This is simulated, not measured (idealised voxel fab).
This section sets out a process module, namely voxel transistor to metal.
Square cells of 5 nm make up the cross-section cut, whose width is 215 nm.
We lay out every cross-section as a grid of square cells and spell it out in bands from the top down, where one band means one or more rows of cells. This entry defines a band. It first specifies the height of the band's top and the height of its bottom in nm, and then specifies the band's materials from left to right, stating each material with its width in nm. The word "throughout" identifies a single material that fills the band from edge to edge, while the word "blank" identifies empty space. All heights in this document are referenced to 0, defined as the level beneath which the wafer, as received, consists entirely of one material. The lowest band is not bounded below; it extends indefinitely downward and is written in the form "0 down". When a width is written as two numbers, as in "30 to 40", the first number is the width in the top row of cells of the band and the second is the width in its bottom row, and the width changes by the same amount from each row to the next. For the purposes of this document, the phrase "remains unaltered" attached to a step denotes that no cell within the cross-section was modified by that step. Voids not open to the top, 8 cells minimum: see "Closed-off voids". Written width x height at distance; distance is from the left edge; nm. Step line, after settings: the simulator's comment on this step. The optional step-line setting "overlay nm" applies to steps with a mask and quantifies how far to the right of its planned location the mask lay, a negative value indicating leftward placement.

Intended process steps
1: RECEIVE | material Si
2: CONFORMAL_DEP | material SiO2 | thk nm 5
3: CONFORMAL_DEP | material SiN | thk nm 10
4: MASKED_ETCH | tone cover | mask id ACTIVE | width nm 105 | etch materials SiN | depth nm 10 | overlay nm 0
5: MASKED_ETCH | tone cover | mask id ACTIVE | width nm 105 | etch materials SiO2 | depth nm 5 | overlay nm 0
6: MASKED_ETCH | tone cover | mask id ACTIVE | width nm 105 | etch materials Si | depth nm 20 | overlay nm 0
7: FILL_DEP | material SiO2 | thk nm 10
8: CMP | height nm 15
9: SELECTIVE_ETCH | etch materials SiO2 | depth nm 10
10: STRIP | etch materials SiN
11: SELECTIVE_ETCH | etch materials SiO2 | depth nm 5
12: OXIDIZE | depth nm 5
13: DIRECTIONAL_DEP | material polySi | thk nm 30
14: DIRECTIONAL_DEP | material SiCN | thk nm 10
15: PATTERN | tone cover | mask id GATE | material resist | width nm 25 | thk nm 20 | overlay nm 0
16: DIRECTIONAL_ETCH | etch materials SiCN | depth nm 20
17: DIRECTIONAL_ETCH | etch materials polySi | depth nm 40
18: STRIP | etch materials resist
19: CONFORMAL_DEP | material SiN | thk nm 5
20: DIRECTIONAL_ETCH | etch materials SiN | depth nm 5
21: DIRECTIONAL_ETCH | etch materials SiO2 | depth nm 5
22: EPI | material pSi | thk nm 5
23: FILL_DEP | material SiO2 | thk nm 10
24: CMP | height nm 30
25: STRIP | etch materials polySi
26: SELECTIVE_ETCH | etch materials SiO2 | depth nm 5
27: CONFORMAL_DEP | material HfO2 | thk nm 5
28: CONFORMAL_DEP | material TiN | thk nm 5
29: FILL_DEP | material W | thk nm 5
30: CMP | height nm 25
31: DIRECTIONAL_DEP | material SiO2 | thk nm 15
32: PATTERN | tone open | mask id CONTACT | material resist | width nm 15 | pitch nm 70 | thk nm 15 | overlay nm 0
33: DIRECTIONAL_ETCH | etch materials SiO2 | depth nm 40
34: STRIP | etch materials resist
35: CONFORMAL_DEP | material TiN | thk nm 5
36: FILL_DEP | material Ru | thk nm 5
37: CMP | height nm 40
38: DIRECTIONAL_DEP | material TiN | thk nm 5
39: DIRECTIONAL_DEP | material W | thk nm 15
40: DIRECTIONAL_DEP | material aC | thk nm 15
41: PATTERN | tone cover | mask id METAL_1 | material resist | width nm 15 | pitch nm 70 | thk nm 35 | overlay nm 0
42: DIRECTIONAL_ETCH | etch materials aC | depth nm 15
43: STRIP | etch materials resist
44: DIRECTIONAL_ETCH | etch materials W | depth nm 15
45: DIRECTIONAL_ETCH | etch materials TiN | depth nm 5
46: STRIP | etch materials aC
47: CONFORMAL_DEP | material SiCN | thk nm 5
48: FILL_DEP | material lowk | thk nm 5
49: CMP | height nm 60
50: CONFORMAL_DEP | material SiN | thk nm 5

What follows covers the first of two wafers; it ran as planned

This is the cross-section of the wafer as we received it, i.e. after step 1
* 0 down: Si throughout
* Closed-off voids: none

The following cross-section depicts the wafer upon completion of step 2
* 5 to 0: SiO2 throughout
* Everything below 0 is unchanged.

The following cross-section depicts the wafer upon completion of step 3
* 15 to 5: SiN throughout
* Everything below 5 is unchanged.

The following cross-section depicts the wafer upon completion of step 4
* 15 to 5: 55 blank / 105 SiN / 55 blank
* Everything below 5 is unchanged.

The following cross-section depicts the wafer upon completion of step 5
* 15 to 5: 55 blank / 105 SiN / 55 blank
* 5 to 0: 55 blank / 105 SiO2 / 55 blank
* Everything below 0 is unchanged.

The following cross-section depicts the wafer upon completion of step 6
* 15 to 5: 55 blank / 105 SiN / 55 blank
* 5 to 0: 55 blank / 105 SiO2 / 55 blank
* 0 to -20: 55 blank / 105 Si / 55 blank
* Everything below -20 is unchanged.

The following cross-section depicts the wafer upon completion of step 7
* 25 to 15: SiO2 throughout
* 15 to 5: 55 SiO2 / 105 SiN / 55 SiO2
* 5 to 0: SiO2 throughout
* 0 to -20: 55 SiO2 / 105 Si / 55 SiO2
* Everything below -20 is unchanged.

The following cross-section depicts the wafer upon completion of step 8
* 15 to 5: 55 SiO2 / 105 SiN / 55 SiO2
* Everything below 5 is unchanged.

The following cross-section depicts the wafer upon completion of step 9
* 15 to 5: 55 blank / 105 SiN / 55 blank
* Everything below 5 is unchanged.

The following cross-section depicts the wafer upon completion of step 10
* 5 to 0: SiO2 throughout
* Everything below 0 is unchanged.

The following cross-section depicts the wafer upon completion of step 11
* 0 to -20: 55 SiO2 / 105 Si / 55 SiO2
* Everything below -20 is unchanged.

The following cross-section depicts the wafer upon completion of step 12
* 0 to -5: SiO2 throughout
* Everything below -5 is unchanged.

The following cross-section depicts the wafer upon completion of step 13
* 30 to 0: polySi throughout
* Everything below 0 is unchanged.

The following cross-section depicts the wafer upon completion of step 14
* 40 to 30: SiCN throughout
* Everything below 30 is unchanged.

The following cross-section depicts the wafer upon completion of step 15
* 60 to 40: 95 blank / 25 resist / 95 blank
* Everything below 40 is unchanged.

The following cross-section depicts the wafer upon completion of step 16
* 60 to 40: 95 blank / 25 resist / 95 blank
* 40 to 30: 95 blank / 25 SiCN / 95 blank
* Everything below 30 is unchanged.

The following cross-section depicts the wafer upon completion of step 17
* 60 to 40: 95 blank / 25 resist / 95 blank
* 40 to 30: 95 blank / 25 SiCN / 95 blank
* 30 to 0: 95 blank / 25 polySi / 95 blank
* Everything below 0 is unchanged.

The following cross-section depicts the wafer upon completion of step 18
* 40 to 30: 95 blank / 25 SiCN / 95 blank
* Everything below 30 is unchanged.

The following cross-section depicts the wafer upon completion of step 19
* 45 to 40: 90 blank / 35 SiN / 90 blank
* 40 to 30: 90 blank / 5 SiN / 25 SiCN / 5 SiN / 90 blank
* 30 to 5: 90 blank / 5 SiN / 25 polySi / 5 SiN / 90 blank
* 5 to 0: 95 SiN / 25 polySi / 95 SiN
* Everything below 0 is unchanged.

The following cross-section depicts the wafer upon completion of step 20
* 40 to 30: 90 blank / 5 SiN / 25 SiCN / 5 SiN / 90 blank
* 30 to 0: 90 blank / 5 SiN / 25 polySi / 5 SiN / 90 blank
* Everything below 0 is unchanged.

The following cross-section depicts the wafer upon completion of step 21
* 40 to 30: 90 blank / 5 SiN / 25 SiCN / 5 SiN / 90 blank
* 30 to 0: 90 blank / 5 SiN / 25 polySi / 5 SiN / 90 blank
* 0 to -5: 90 blank / 35 SiO2 / 90 blank
* Everything below -5 is unchanged.

The following cross-section depicts the wafer upon completion of step 22
* 40 to 30: 90 blank / 5 SiN / 25 SiCN / 5 SiN / 90 blank
* 30 to 0: 90 blank / 5 SiN / 25 polySi / 5 SiN / 90 blank
* 0 to -5: 50 blank / 40 pSi / 35 SiO2 / 40 pSi / 50 blank
* Everything below -5 is unchanged.

The following cross-section depicts the wafer upon completion of step 23
* 50 to 40: SiO2 throughout
* 40 to 30: 90 SiO2 / 5 SiN / 25 SiCN / 5 SiN / 90 SiO2
* 30 to 0: 90 SiO2 / 5 SiN / 25 polySi / 5 SiN / 90 SiO2
* 0 to -5: 50 SiO2 / 40 pSi / 35 SiO2 / 40 pSi / 50 SiO2
* Everything below -5 is unchanged.

The following cross-section depicts the wafer upon completion of step 24
* 30 to 0: 90 SiO2 / 5 SiN / 25 polySi / 5 SiN / 90 SiO2
* Everything below 0 is unchanged.

The following cross-section depicts the wafer upon completion of step 25
* 30 to 0: 90 SiO2 / 5 SiN / 25 blank / 5 SiN / 90 SiO2
* Everything below 0 is unchanged.

The following cross-section depicts the wafer upon completion of step 26
* 30 to 25: 90 blank / 5 SiN / 25 blank / 5 SiN / 90 blank
* 25 to 0: 90 SiO2 / 5 SiN / 25 blank / 5 SiN / 90 SiO2
* 0 to -5: 50 SiO2 / 40 pSi / 35 blank / 40 pSi / 50 SiO2
* Everything below -5 is unchanged.

The following cross-section depicts the wafer upon completion of step 27
* 35 to 30: 85 blank / 15 HfO2 / 15 blank / 15 HfO2 / 85 blank
* 30 to 25: 90 HfO2 / 5 SiN / 5 HfO2 / 15 blank / 5 HfO2 / 5 SiN / 90 HfO2
* 25 to 0: 90 SiO2 / 5 SiN / 5 HfO2 / 15 blank / 5 HfO2 / 5 SiN / 90 SiO2
* 0 to -5: 50 SiO2 / 40 pSi / 35 HfO2 / 40 pSi / 50 SiO2
* Everything below -5 is unchanged.

The following cross-section depicts the wafer upon completion of step 28
* 40 to 35: 80 blank / 25 TiN / 5 blank / 25 TiN / 80 blank
* 35 to 30: 85 TiN / 15 HfO2 / 5 TiN / 5 blank / 5 TiN / 15 HfO2 / 85 TiN
* 30 to 25: 90 HfO2 / 5 SiN / 5 HfO2 / 5 TiN / 5 blank / 5 TiN / 5 HfO2 / 5 SiN / 90 HfO2
* 25 to 5: 90 SiO2 / 5 SiN / 5 HfO2 / 5 TiN / 5 blank / 5 TiN / 5 HfO2 / 5 SiN / 90 SiO2
* 5 to 0: 90 SiO2 / 5 SiN / 5 HfO2 / 15 TiN / 5 HfO2 / 5 SiN / 90 SiO2
* Everything below 0 is unchanged.

The following cross-section depicts the wafer upon completion of step 29
* 45 to 40: W throughout
* 40 to 35: 80 W / 25 TiN / 5 W / 25 TiN / 80 W
* 35 to 30: 85 TiN / 15 HfO2 / 5 TiN / 5 W / 5 TiN / 15 HfO2 / 85 TiN
* 30 to 25: 90 HfO2 / 5 SiN / 5 HfO2 / 5 TiN / 5 W / 5 TiN / 5 HfO2 / 5 SiN / 90 HfO2
* 25 to 5: 90 SiO2 / 5 SiN / 5 HfO2 / 5 TiN / 5 W / 5 TiN / 5 HfO2 / 5 SiN / 90 SiO2
* Everything below 5 is unchanged.

The following cross-section depicts the wafer upon completion of step 30
* 25 to 5: 90 SiO2 / 5 SiN / 5 HfO2 / 5 TiN / 5 W / 5 TiN / 5 HfO2 / 5 SiN / 90 SiO2
* Everything below 5 is unchanged.

The following cross-section depicts the wafer upon completion of step 31
* 40 to 25: SiO2 throughout
* Everything below 25 is unchanged.

The following cross-section depicts the wafer upon completion of step 32
* 55 to 40: 65 resist / 15 blank / 55 resist / 15 blank / 65 resist
* Everything below 40 is unchanged.

The following cross-section depicts the wafer upon completion of step 33
* 55 to 40: 65 resist / 15 blank / 55 resist / 15 blank / 65 resist
* 40 to 25: 65 SiO2 / 15 blank / 55 SiO2 / 15 blank / 65 SiO2
* 25 to 5: 65 SiO2 / 15 blank / 10 SiO2 / 5 SiN / 5 HfO2 / 5 TiN / 5 W / 5 TiN / 5 HfO2 / 5 SiN / 10 SiO2 / 15 blank / 65 SiO2
* 5 to 0: 65 SiO2 / 15 blank / 10 SiO2 / 5 SiN / 5 HfO2 / 15 TiN / 5 HfO2 / 5 SiN / 10 SiO2 / 15 blank / 65 SiO2
* Everything below 0 is unchanged.

The following cross-section depicts the wafer upon completion of step 34
* 40 to 25: 65 SiO2 / 15 blank / 55 SiO2 / 15 blank / 65 SiO2
* Everything below 25 is unchanged.

The following cross-section depicts the wafer upon completion of step 35
* 45 to 40: 70 TiN / 5 blank / 65 TiN / 5 blank / 70 TiN
* 40 to 25: 65 SiO2 / 5 TiN / 5 blank / 5 TiN / 55 SiO2 / 5 TiN / 5 blank / 5 TiN / 65 SiO2
* 25 to 5: 65 SiO2 / 5 TiN / 5 blank / 5 TiN / 10 SiO2 / 5 SiN / 5 HfO2 / 5 TiN / 5 W / 5 TiN / 5 HfO2 / 5 SiN / 10 SiO2 / 5 TiN / 5 blank / 5 TiN / 65 SiO2
* 5 to 0: 65 SiO2 / 15 TiN / 10 SiO2 / 5 SiN / 5 HfO2 / 15 TiN / 5 HfO2 / 5 SiN / 10 SiO2 / 15 TiN / 65 SiO2
* Everything below 0 is unchanged.

The following cross-section depicts the wafer upon completion of step 36
* 50 to 45: Ru throughout
* 45 to 40: 70 TiN / 5 Ru / 65 TiN / 5 Ru / 70 TiN
* 40 to 25: 65 SiO2 / 5 TiN / 5 Ru / 5 TiN / 55 SiO2 / 5 TiN / 5 Ru / 5 TiN / 65 SiO2
* 25 to 5: 65 SiO2 / 5 TiN / 5 Ru / 5 TiN / 10 SiO2 / 5 SiN / 5 HfO2 / 5 TiN / 5 W / 5 TiN / 5 HfO2 / 5 SiN / 10 SiO2 / 5 TiN / 5 Ru / 5 TiN / 65 SiO2
* Everything below 5 is unchanged.

The following cross-section depicts the wafer upon completion of step 37
* 40 to 25: 65 SiO2 / 5 TiN / 5 Ru / 5 TiN / 55 SiO2 / 5 TiN / 5 Ru / 5 TiN / 65 SiO2
* Everything below 25 is unchanged.

The following cross-section depicts the wafer upon completion of step 38
* 45 to 40: TiN throughout
* Everything below 40 is unchanged.

The following cross-section depicts the wafer upon completion of step 39
* 60 to 45: W throughout
* Everything below 45 is unchanged.

The following cross-section depicts the wafer upon completion of step 40
* 75 to 60: aC throughout
* Everything below 60 is unchanged.

The following cross-section depicts the wafer upon completion of step 41
* 110 to 75: 65 blank / 15 resist / 55 blank / 15 resist / 65 blank
* Everything below 75 is unchanged.

The following cross-section depicts the wafer upon completion of step 42
* 95 to 75: 65 blank / 15 resist / 55 blank / 15 resist / 65 blank
* 75 to 60: 65 blank / 15 aC / 55 blank / 15 aC / 65 blank
* Everything below 60 is unchanged.

The following cross-section depicts the wafer upon completion of step 43
* 75 to 60: 65 blank / 15 aC / 55 blank / 15 aC / 65 blank
* Everything below 60 is unchanged.

The following cross-section depicts the wafer upon completion of step 44
* 75 to 60: 65 blank / 15 aC / 55 blank / 15 aC / 65 blank
* 60 to 45: 65 blank / 15 W / 55 blank / 15 W / 65 blank
* Everything below 45 is unchanged.

The following cross-section depicts the wafer upon completion of step 45
* 75 to 60: 65 blank / 15 aC / 55 blank / 15 aC / 65 blank
* 60 to 45: 65 blank / 15 W / 55 blank / 15 W / 65 blank
* 45 to 40: 65 blank / 15 TiN / 55 blank / 15 TiN / 65 blank
* Everything below 40 is unchanged.

The following cross-section depicts the wafer upon completion of step 46
* 60 to 45: 65 blank / 15 W / 55 blank / 15 W / 65 blank
* Everything below 45 is unchanged.

The following cross-section depicts the wafer upon completion of step 47
* 65 to 60: 60 blank / 25 SiCN / 45 blank / 25 SiCN / 60 blank
* 60 to 45: 60 blank / 5 SiCN / 15 W / 5 SiCN / 45 blank / 5 SiCN / 15 W / 5 SiCN / 60 blank
* 45 to 40: 65 SiCN / 15 TiN / 55 SiCN / 15 TiN / 65 SiCN
* Everything below 40 is unchanged.

The following cross-section depicts the wafer upon completion of step 48
* 70 to 65: lowk throughout
* 65 to 60: 60 lowk / 25 SiCN / 45 lowk / 25 SiCN / 60 lowk
* 60 to 45: 60 lowk / 5 SiCN / 15 W / 5 SiCN / 45 lowk / 5 SiCN / 15 W / 5 SiCN / 60 lowk
* Everything below 45 is unchanged.

The following cross-section depicts the wafer upon completion of step 49
* 60 to 45: 60 lowk / 5 SiCN / 15 W / 5 SiCN / 45 lowk / 5 SiCN / 15 W / 5 SiCN / 60 lowk
* Everything below 45 is unchanged.

The following cross-section depicts the wafer upon completion of step 50
* 65 to 60: SiN throughout
* Everything below 60 is unchanged.

The second wafer began exactly as the first did and followed the same plan, but one mistake was made while running it; through step 26 inclusive, the two wafers are identical

Second wafer, sectioned view, at step 27's planned end time
* 35 to 30: 85 blank / 15 Ru / 15 blank / 15 Ru / 85 blank
* 30 to 25: 90 Ru / 5 SiN / 5 Ru / 15 blank / 5 Ru / 5 SiN / 90 Ru
* 25 to 0: 90 SiO2 / 5 SiN / 5 Ru / 15 blank / 5 Ru / 5 SiN / 90 SiO2
* 0 to -5: 50 SiO2 / 40 pSi / 35 Ru / 40 pSi / 50 SiO2
* Everything below -5 is unchanged.

Second wafer, sectioned view, at step 28's planned end time
* 40 to 35: 80 blank / 25 TiN / 5 blank / 25 TiN / 80 blank
* 35 to 30: 85 TiN / 15 Ru / 5 TiN / 5 blank / 5 TiN / 15 Ru / 85 TiN
* 30 to 25: 90 Ru / 5 SiN / 5 Ru / 5 TiN / 5 blank / 5 TiN / 5 Ru / 5 SiN / 90 Ru
* 25 to 5: 90 SiO2 / 5 SiN / 5 Ru / 5 TiN / 5 blank / 5 TiN / 5 Ru / 5 SiN / 90 SiO2
* 5 to 0: 90 SiO2 / 5 SiN / 5 Ru / 15 TiN / 5 Ru / 5 SiN / 90 SiO2
* Everything below 0 is unchanged.

Second wafer, sectioned view, at step 29's planned end time
* 45 to 40: W throughout
* 40 to 35: 80 W / 25 TiN / 5 W / 25 TiN / 80 W
* 35 to 30: 85 TiN / 15 Ru / 5 TiN / 5 W / 5 TiN / 15 Ru / 85 TiN
* 30 to 25: 90 Ru / 5 SiN / 5 Ru / 5 TiN / 5 W / 5 TiN / 5 Ru / 5 SiN / 90 Ru
* 25 to 5: 90 SiO2 / 5 SiN / 5 Ru / 5 TiN / 5 W / 5 TiN / 5 Ru / 5 SiN / 90 SiO2
* Everything below 5 is unchanged.

Second wafer, sectioned view, at step 30's planned end time
* 25 to 5: 90 SiO2 / 5 SiN / 5 Ru / 5 TiN / 5 W / 5 TiN / 5 Ru / 5 SiN / 90 SiO2
* Everything below 5 is unchanged.

Second wafer, sectioned view, at step 31's planned end time
* 40 to 25: SiO2 throughout
* Everything below 25 is unchanged.

Second wafer, sectioned view, at step 32's planned end time
* 55 to 40: 65 resist / 15 blank / 55 resist / 15 blank / 65 resist
* Everything below 40 is unchanged.

Second wafer, sectioned view, at step 33's planned end time
* 55 to 40: 65 resist / 15 blank / 55 resist / 15 blank / 65 resist
* 40 to 25: 65 SiO2 / 15 blank / 55 SiO2 / 15 blank / 65 SiO2
* 25 to 5: 65 SiO2 / 15 blank / 10 SiO2 / 5 SiN / 5 Ru / 5 TiN / 5 W / 5 TiN / 5 Ru / 5 SiN / 10 SiO2 / 15 blank / 65 SiO2
* 5 to 0: 65 SiO2 / 15 blank / 10 SiO2 / 5 SiN / 5 Ru / 15 TiN / 5 Ru / 5 SiN / 10 SiO2 / 15 blank / 65 SiO2
* Everything below 0 is unchanged.

Second wafer, sectioned view, at step 34's planned end time
* 40 to 25: 65 SiO2 / 15 blank / 55 SiO2 / 15 blank / 65 SiO2
* Everything below 25 is unchanged.

Second wafer, sectioned view, at step 35's planned end time
* 45 to 40: 70 TiN / 5 blank / 65 TiN / 5 blank / 70 TiN
* 40 to 25: 65 SiO2 / 5 TiN / 5 blank / 5 TiN / 55 SiO2 / 5 TiN / 5 blank / 5 TiN / 65 SiO2
* 25 to 5: 65 SiO2 / 5 TiN / 5 blank / 5 TiN / 10 SiO2 / 5 SiN / 5 Ru / 5 TiN / 5 W / 5 TiN / 5 Ru / 5 SiN / 10 SiO2 / 5 TiN / 5 blank / 5 TiN / 65 SiO2
* 5 to 0: 65 SiO2 / 15 TiN / 10 SiO2 / 5 SiN / 5 Ru / 15 TiN / 5 Ru / 5 SiN / 10 SiO2 / 15 TiN / 65 SiO2
* Everything below 0 is unchanged.

Second wafer, sectioned view, at step 36's planned end time
* 50 to 45: Ru throughout
* 45 to 40: 70 TiN / 5 Ru / 65 TiN / 5 Ru / 70 TiN
* 40 to 25: 65 SiO2 / 5 TiN / 5 Ru / 5 TiN / 55 SiO2 / 5 TiN / 5 Ru / 5 TiN / 65 SiO2
* 25 to 5: 65 SiO2 / 5 TiN / 5 Ru / 5 TiN / 10 SiO2 / 5 SiN / 5 Ru / 5 TiN / 5 W / 5 TiN / 5 Ru / 5 SiN / 10 SiO2 / 5 TiN / 5 Ru / 5 TiN / 65 SiO2
* Everything below 5 is unchanged.

Second wafer, sectioned view, at step 37's planned end time
* 40 to 25: 65 SiO2 / 5 TiN / 5 Ru / 5 TiN / 55 SiO2 / 5 TiN / 5 Ru / 5 TiN / 65 SiO2
* Everything below 25 is unchanged.

Second wafer, sectioned view, at step 38's planned end time
* 45 to 40: TiN throughout
* Everything below 40 is unchanged.

Second wafer, sectioned view, at step 39's planned end time
* 60 to 45: W throughout
* Everything below 45 is unchanged.

Second wafer, sectioned view, at step 40's planned end time
* 75 to 60: aC throughout
* Everything below 60 is unchanged.

Second wafer, sectioned view, at step 41's planned end time
* 110 to 75: 65 blank / 15 resist / 55 blank / 15 resist / 65 blank
* Everything below 75 is unchanged.

Second wafer, sectioned view, at step 42's planned end time
* 95 to 75: 65 blank / 15 resist / 55 blank / 15 resist / 65 blank
* 75 to 60: 65 blank / 15 aC / 55 blank / 15 aC / 65 blank
* Everything below 60 is unchanged.

Second wafer, sectioned view, at step 43's planned end time
* 75 to 60: 65 blank / 15 aC / 55 blank / 15 aC / 65 blank
* Everything below 60 is unchanged.

Second wafer, sectioned view, at step 44's planned end time
* 75 to 60: 65 blank / 15 aC / 55 blank / 15 aC / 65 blank
* 60 to 45: 65 blank / 15 W / 55 blank / 15 W / 65 blank
* Everything below 45 is unchanged.

Second wafer, sectioned view, at step 45's planned end time
* 75 to 60: 65 blank / 15 aC / 55 blank / 15 aC / 65 blank
* 60 to 45: 65 blank / 15 W / 55 blank / 15 W / 65 blank
* 45 to 40: 65 blank / 15 TiN / 55 blank / 15 TiN / 65 blank
* Everything below 40 is unchanged.

Second wafer, sectioned view, at step 46's planned end time
* 60 to 45: 65 blank / 15 W / 55 blank / 15 W / 65 blank
* Everything below 45 is unchanged.

Second wafer, sectioned view, at step 47's planned end time
* 65 to 60: 60 blank / 25 SiCN / 45 blank / 25 SiCN / 60 blank
* 60 to 45: 60 blank / 5 SiCN / 15 W / 5 SiCN / 45 blank / 5 SiCN / 15 W / 5 SiCN / 60 blank
* 45 to 40: 65 SiCN / 15 TiN / 55 SiCN / 15 TiN / 65 SiCN
* Everything below 40 is unchanged.

Second wafer, sectioned view, at step 48's planned end time
* 70 to 65: lowk throughout
* 65 to 60: 60 lowk / 25 SiCN / 45 lowk / 25 SiCN / 60 lowk
* 60 to 45: 60 lowk / 5 SiCN / 15 W / 5 SiCN / 45 lowk / 5 SiCN / 15 W / 5 SiCN / 60 lowk
* Everything below 45 is unchanged.

Second wafer, sectioned view, at step 49's planned end time
* 60 to 45: 60 lowk / 5 SiCN / 15 W / 5 SiCN / 45 lowk / 5 SiCN / 15 W / 5 SiCN / 60 lowk
* Everything below 45 is unchanged.

Second wafer, sectioned view, at step 50's planned end time
* 65 to 60: SiN throughout
* Everything below 60 is unchanged.
Finding, execution versus plan: planned and actual differ for step 27; actual: CONFORMAL_DEP | material Ru | thk nm 5
In the final state, the cell counts of the second wafer exceed or fall short of those of the first for the following materials: 17 fewer of HfO2; 17 more of Ru
